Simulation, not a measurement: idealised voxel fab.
The process module presented herein is designated voxel self aligned contacts.
The width of the displayed cross-section, cut, is 255 nm; its cells are square, with a size of 5 nm.
Format of a cross-section: grid, square cells. Given as bands. Order: top down. Band: one or more rows of cells. The entry gives the band's vertical extent as a top height and a bottom height in nm, then its horizontal make-up as materials from left to right, each with a width in nm. "blank" stands for empty space; a single material marked "all across" fills the band edge to edge. A quick word on heights: they are counted from 0, and under that level the wafer as it came to us is one material throughout. The lowest band is different from the rest in having no bottom; it simply continues downward, written as in "0..down". It should be noted that a width expressed as "30->40" varies in equal increments from row to row of cells within the band, taking the value of the first number at the top row and that of the second number at the bottom row. "all unchanged" (step): cross-section cells unchanged, all of them. Entry "Completely enclosed voids" = empty spaces >= 8 cells with no open way to the top; each as width x height at distance, distance from left edge, all nm. Whatever follows a step's settings on its line is a remark the simulator itself makes about that step. Among the settings permitted on a step's line is "overlay nm"; applied to a step with a mask, it specifies the extent to which the mask lay to the right of its planned position, whereas a negative figure signifies a position to the left.

Steps in the process plan
| 1 | RECEIVE: material Si |
| 2 | CONFORMAL_DEP: material SiO2, thk nm 5 |
| 3 | DIRECTIONAL_DEP: material polySi, thk nm 25 |
| 4 | DIRECTIONAL_DEP: material SiN, thk nm 25 |
| 5 | MASKED_ETCH: tone cover, mask id GATE, width nm 30, pitch nm 70, etch materials SiN, depth nm 25, overlay nm 0 |
| 6 | MASKED_ETCH: tone cover, mask id GATE, width nm 30, pitch nm 70, etch materials polySi, depth nm 25, overlay nm 0 |
| 7 | CONFORMAL_DEP: material SiN, thk nm 10 |
| 8 | DIRECTIONAL_ETCH: etch materials SiN, depth nm 10 |
| 9 | FILL_DEP: material SiO2, thk nm 10 |
| 10 | CMP: height nm 60 |
| 11 | DIRECTIONAL_DEP: material aC, thk nm 15 |
| 12 | PATTERN: tone open, mask id CONTACT, material resist, width nm 50, thk nm 30, overlay nm 0 |
| 13 | DIRECTIONAL_ETCH: etch materials aC, depth nm 15 |
| 14 | STRIP: etch materials resist |
| 15 | DIRECTIONAL_ETCH: etch materials SiO2, depth nm 60 |
| 16 | STRIP: etch materials aC |
| 17 | CONFORMAL_DEP: material TiN, thk nm 5 |
| 18 | FILL_DEP: material Ru, thk nm 5 |
| 19 | CMP: height nm 60 |
| 20 | CONFORMAL_DEP: material SiCN, thk nm 5 |

The first of the two wafers, which ran as planned

Step 1 complete: cross-section of the wafer as received
  0..down: Si all across
  Completely enclosed voids: none

You're looking at a cross-section of the wafer after step 2
  5..0: SiO2 all across
  Below 0, no change.

You're looking at a cross-section of the wafer after step 3
  30..5: polySi all across
  Below 5, no change.

You're looking at a cross-section of the wafer after step 4
  55..30: SiN all across
  Below 30, no change.

You're looking at a cross-section of the wafer after step 5
  55..30: blank (75), SiN (30), blank (40), SiN (30), blank (80)
  Below 30, no change.

You're looking at a cross-section of the wafer after step 6
  55..30: blank (75), SiN (30), blank (40), SiN (30), blank (80)
  30..5: blank (75), polySi (30), blank (40), polySi (30), blank (80)
  Below 5, no change.

You're looking at a cross-section of the wafer after step 7
  65..30: blank (65), SiN (50), blank (20), SiN (50), blank (70)
  30..15: blank (65), SiN (10), polySi (30), SiN (10), blank (20), SiN (10), polySi (30), SiN (10), blank (70)
  15..5: SiN (75), polySi (30), SiN (40), polySi (30), SiN (80)
  Below 5, no change.

You're looking at a cross-section of the wafer after step 8
  55..30: blank (65), SiN (50), blank (20), SiN (50), blank (70)
  30..5: blank (65), SiN (10), polySi (30), SiN (10), blank (20), SiN (10), polySi (30), SiN (10), blank (70)
  Below 5, no change.

You're looking at a cross-section of the wafer after step 9
  65..55: SiO2 all across
  55..30: SiO2 (65), SiN (50), SiO2 (20), SiN (50), SiO2 (70)
  30..5: SiO2 (65), SiN (10), polySi (30), SiN (10), SiO2 (20), SiN (10), polySi (30), SiN (10), SiO2 (70)
  Below 5, no change.

You're looking at a cross-section of the wafer after step 10
  60..55: SiO2 all across
  Below 55, no change.

You're looking at a cross-section of the wafer after step 11
  75..60: aC all across
  Below 60, no change.

You're looking at a cross-section of the wafer after step 12
  105..75: resist (100), blank (50), resist (105)
  Below 75, no change.

You're looking at a cross-section of the wafer after step 13
  90..75: resist (100), blank (50), resist (105)
  75..60: aC (100), blank (50), aC (105)
  Below 60, no change.

You're looking at a cross-section of the wafer after step 14
  75..60: aC (100), blank (50), aC (105)
  Below 60, no change.

You're looking at a cross-section of the wafer after step 15
  75..60: aC (100), blank (50), aC (105)
  60..55: SiO2 (100), blank (50), SiO2 (105)
  55..30: SiO2 (65), SiN (50), blank (20), SiN (50), SiO2 (70)
  30..5: SiO2 (65), SiN (10), polySi (30), SiN (10), blank (20), SiN (10), polySi (30), SiN (10), SiO2 (70)
  5..0: SiO2 (115), blank (20), SiO2 (120)
  Below 0, no change.

You're looking at a cross-section of the wafer after step 16
  60..55: SiO2 (100), blank (50), SiO2 (105)
  Below 55, no change.

You're looking at a cross-section of the wafer after step 17
  65..60: TiN (105), blank (40), TiN (110)
  60..55: SiO2 (100), TiN (20), blank (10), TiN (20), SiO2 (105)
  55..30: SiO2 (65), SiN (50), TiN (5), blank (10), TiN (5), SiN (50), SiO2 (70)
  30..5: SiO2 (65), SiN (10), polySi (30), SiN (10), TiN (5), blank (10), TiN (5), SiN (10), polySi (30), SiN (10), SiO2 (70)
  5..0: SiO2 (115), TiN (20), SiO2 (120)
  Below 0, no change.

You're looking at a cross-section of the wafer after step 18
  70..65: Ru all across
  65..60: TiN (105), Ru (40), TiN (110)
  60..55: SiO2 (100), TiN (20), Ru (10), TiN (20), SiO2 (105)
  55..30: SiO2 (65), SiN (50), TiN (5), Ru (10), TiN (5), SiN (50), SiO2 (70)
  30..5: SiO2 (65), SiN (10), polySi (30), SiN (10), TiN (5), Ru (10), TiN (5), SiN (10), polySi (30), SiN (10), SiO2 (70)
  Below 5, no change.

You're looking at a cross-section of the wafer after step 19
  60..55: SiO2 (100), TiN (20), Ru (10), TiN (20), SiO2 (105)
  Below 55, no change.

You're looking at a cross-section of the wafer after step 20
  65..60: SiCN all across
  Below 60, no change.

Wafer two. Identical start, identical plan. One mistake in execution. Identical history through step 1

Here is the second wafer in cross-section at the point where step 2 of the plan should have been done: all unchanged

Here is the second wafer in cross-section at the point where step 3 of the plan should have been done
  25..0: polySi all across
  Below 0, no change.

Here is the second wafer in cross-section at the point where step 4 of the plan should have been done
  50..25: SiN all across
  Below 25, no change.

Here is the second wafer in cross-section at the point where step 5 of the plan should have been done
  50..25: blank (75), SiN (30), blank (40), SiN (30), blank (80)
  Below 25, no change.

Here is the second wafer in cross-section at the point where step 6 of the plan should have been done
  50..25: blank (75), SiN (30), blank (40), SiN (30), blank (80)
  25..0: blank (75), polySi (30), blank (40), polySi (30), blank (80)
  Below 0, no change.

Here is the second wafer in cross-section at the point where step 7 of the plan should have been done
  60..25: blank (65), SiN (50), blank (20), SiN (50), blank (70)
  25..10: blank (65), SiN (10), polySi (30), SiN (10), blank (20), SiN (10), polySi (30), SiN (10), blank (70)
  10..0: SiN (75), polySi (30), SiN (40), polySi (30), SiN (80)
  Below 0, no change.

Here is the second wafer in cross-section at the point where step 8 of the plan should have been done
  50..25: blank (65), SiN (50), blank (20), SiN (50), blank (70)
  25..0: blank (65), SiN (10), polySi (30), SiN (10), blank (20), SiN (10), polySi (30), SiN (10), blank (70)
  Below 0, no change.

Here is the second wafer in cross-section at the point where step 9 of the plan should have been done
  60..50: SiO2 all across
  50..25: SiO2 (65), SiN (50), SiO2 (20), SiN (50), SiO2 (70)
  25..0: SiO2 (65), SiN (10), polySi (30), SiN (10), SiO2 (20), SiN (10), polySi (30), SiN (10), SiO2 (70)
  Below 0, no change.

Here is the second wafer in cross-section at the point where step 10 of the plan should have been done: all unchanged

Here is the second wafer in cross-section at the point where step 11 of the plan should have been done
  75..60: aC all across
  Below 60, no change.

Here is the second wafer in cross-section at the point where step 12 of the plan should have been done
  105..75: resist (100), blank (50), resist (105)
  Below 75, no change.

Here is the second wafer in cross-section at the point where step 13 of the plan should have been done
  90..75: resist (100), blank (50), resist (105)
  75..60: aC (100), blank (50), aC (105)
  Below 60, no change.

Here is the second wafer in cross-section at the point where step 14 of the plan should have been done
  75..60: aC (100), blank (50), aC (105)
  Below 60, no change.

Here is the second wafer in cross-section at the point where step 15 of the plan should have been done
  75..60: aC (100), blank (50), aC (105)
  60..50: SiO2 (100), blank (50), SiO2 (105)
  50..25: SiO2 (65), SiN (50), blank (20), SiN (50), SiO2 (70)
  25..0: SiO2 (65), SiN (10), polySi (30), SiN (10), blank (20), SiN (10), polySi (30), SiN (10), SiO2 (70)
  Below 0, no change.

Here is the second wafer in cross-section at the point where step 16 of the plan should have been done
  60..50: SiO2 (100), blank (50), SiO2 (105)
  Below 50, no change.

Here is the second wafer in cross-section at the point where step 17 of the plan should have been done
  65..60: TiN (105), blank (40), TiN (110)
  60..50: SiO2 (100), TiN (5->20), blank (40->10), TiN (5->20), SiO2 (105)
  50..25: SiO2 (65), SiN (50), TiN (5), blank (10), TiN (5), SiN (50), SiO2 (70)
  25..5: SiO2 (65), SiN (10), polySi (30), SiN (10), TiN (5), blank (10), TiN (5), SiN (10), polySi (30), SiN (10), SiO2 (70)
  5..0: SiO2 (65), SiN (10), polySi (30), SiN (10), TiN (20), SiN (10), polySi (30), SiN (10), SiO2 (70)
  Below 0, no change.

Here is the second wafer in cross-section at the point where step 18 of the plan should have been done
  70..65: Ru all across
  65..60: TiN (105), Ru (40), TiN (110)
  60..50: SiO2 (100), TiN (5->20), Ru (40->10), TiN (5->20), SiO2 (105)
  50..25: SiO2 (65), SiN (50), TiN (5), Ru (10), TiN (5), SiN (50), SiO2 (70)
  25..5: SiO2 (65), SiN (10), polySi (30), SiN (10), TiN (5), Ru (10), TiN (5), SiN (10), polySi (30), SiN (10), SiO2 (70)
  Below 5, no change.

Here is the second wafer in cross-section at the point where step 19 of the plan should have been done
  60..50: SiO2 (100), TiN (5->20), Ru (40->10), TiN (5->20), SiO2 (105)
  Below 50, no change.

Here is the second wafer in cross-section at the point where step 20 of the plan should have been done
  65..60: SiCN all across
  Below 60, no change.
Misprocessing identified: step 2 of the plan was excluded from execution and never run
Count the cells at the end and the second wafer has more or fewer of some materials than the first: 6 more of Ru; 6 fewer of SiO2
